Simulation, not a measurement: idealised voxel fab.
Process module, titled voxel released beams
Section shown: cut. Width: 145 nm. Cell size: 5 nm, square.
Cross-section format: a grid of square cells, given as bands from top to bottom; each band is one or more rows of cells.
Band entry format. Leading values: height of top, height of bottom, nm. Remainder: materials in left-to-right order, each with its width in nm. Special words: "everywhere" on a single material, which then fills the band edge to edge; "blank", empty space.
It should be noted that heights are counted from 0, beneath which the wafer as supplied is of one material throughout, and that the lowest band possesses no lower boundary but continues downward, as written in "0 -> down".
Per-row width for "30..40": begins at first number (top row of band), ends at second number (bottom row), increment between rows held constant.
The cross-section has no changed cell in any step marked "nothing altered".
If an empty space has no open way to the top and is at least 8 cells in size, "Closed cavities" lists it, written width x height at distance, where distance is measured from the left edge and every value is in nm.
On each step's line, the part that comes after the settings is the simulator's own comment on the step.
Each step line may optionally specify "overlay nm", which for a step with a mask gives the rightward distance between the mask's planned place and where it lay, a negative value indicating the leftward direction.

**Planned step list for the process**
step 1: RECEIVE [material Si]
step 2: CONFORMAL_DEP [material Al2O3] [thk nm 10]
step 3: DIRECTIONAL_DEP [material SiO2] [thk nm 20]
step 4: DIRECTIONAL_DEP [material aC] [thk nm 15]
step 5: PATTERN [tone open] [mask id ANCHOR] [material resist] [width nm 25] [thk nm 30] [overlay nm 0]
step 6: DIRECTIONAL_ETCH [etch materials aC] [depth nm 15]
step 7: STRIP [etch materials resist]
step 8: DIRECTIONAL_ETCH [etch materials SiO2] [depth nm 20]
step 9: STRIP [etch materials aC]
step 10: CONFORMAL_DEP [material SiN] [thk nm 10]
step 11: PATTERN [tone cover] [mask id BEAM] [material resist] [width nm 80] [thk nm 15] [overlay nm -15]
step 12: DIRECTIONAL_ETCH [etch materials SiN] [depth nm 10]
step 13: STRIP [etch materials resist]
step 14: STRIP [etch materials SiO2]
Don't read the plan's overlay nm for step 11 as applying to every wafer: that's the first wafer's value, and the wafers differ in it, though they all start identical.

**Step 1 complete: as-received cross-section of the first of several wafers**
- 0 -> down = Si everywhere
- Closed cavities: none

**End of the module, past its last step, step 14: how the first of several wafers looks in cross-section**
- 40 -> 30 = blank 15 nm, then SiN 30 nm, then blank 5 nm, then SiN 45 nm, then blank 50 nm
- 30 -> 20 = blank 35 nm, then SiN 10 nm, then blank 5 nm, then SiN 10 nm, then blank 85 nm
- 20 -> 10 = blank 35 nm, then SiN 25 nm, then blank 85 nm
- 10 -> 0 = Al2O3 everywhere
- 0 -> down = Si everywhere
- Closed cavities: none

**Last wafer, end of module, cross-section**
- 40 -> 30 = blank 50 nm, then SiN 75 nm, then blank 20 nm
- 30 -> 20 = blank 35 nm, then SiN 10 nm, then blank 5 nm, then SiN 10 nm, then blank 85 nm
- 20 -> 10 = blank 35 nm, then SiN 25 nm, then blank 85 nm
- 10 -> 0 = Al2O3 everywhere
- 0 -> down = Si everywhere
- Closed cavities: none

**Where each wafer stands at the end of the module, a row apiece: cells of each material gained (+) or lost (-) since it was received, then closed voids**
overlay nm -15; +58 Al2O3; +48 SiN; Closed cavities: none
overlay nm -10; +58 Al2O3; +48 SiN; Closed cavities: none
overlay nm -5; +58 Al2O3; +48 SiN; Closed cavities: none
overlay nm 0; +58 Al2O3; +48 SiN; Closed cavities: none
overlay nm 5; +58 Al2O3; +48 SiN; Closed cavities: none
overlay nm 10; +58 Al2O3; +48 SiN; Closed cavities: none
overlay nm 15; +58 Al2O3; +48 SiN; Closed cavities: none
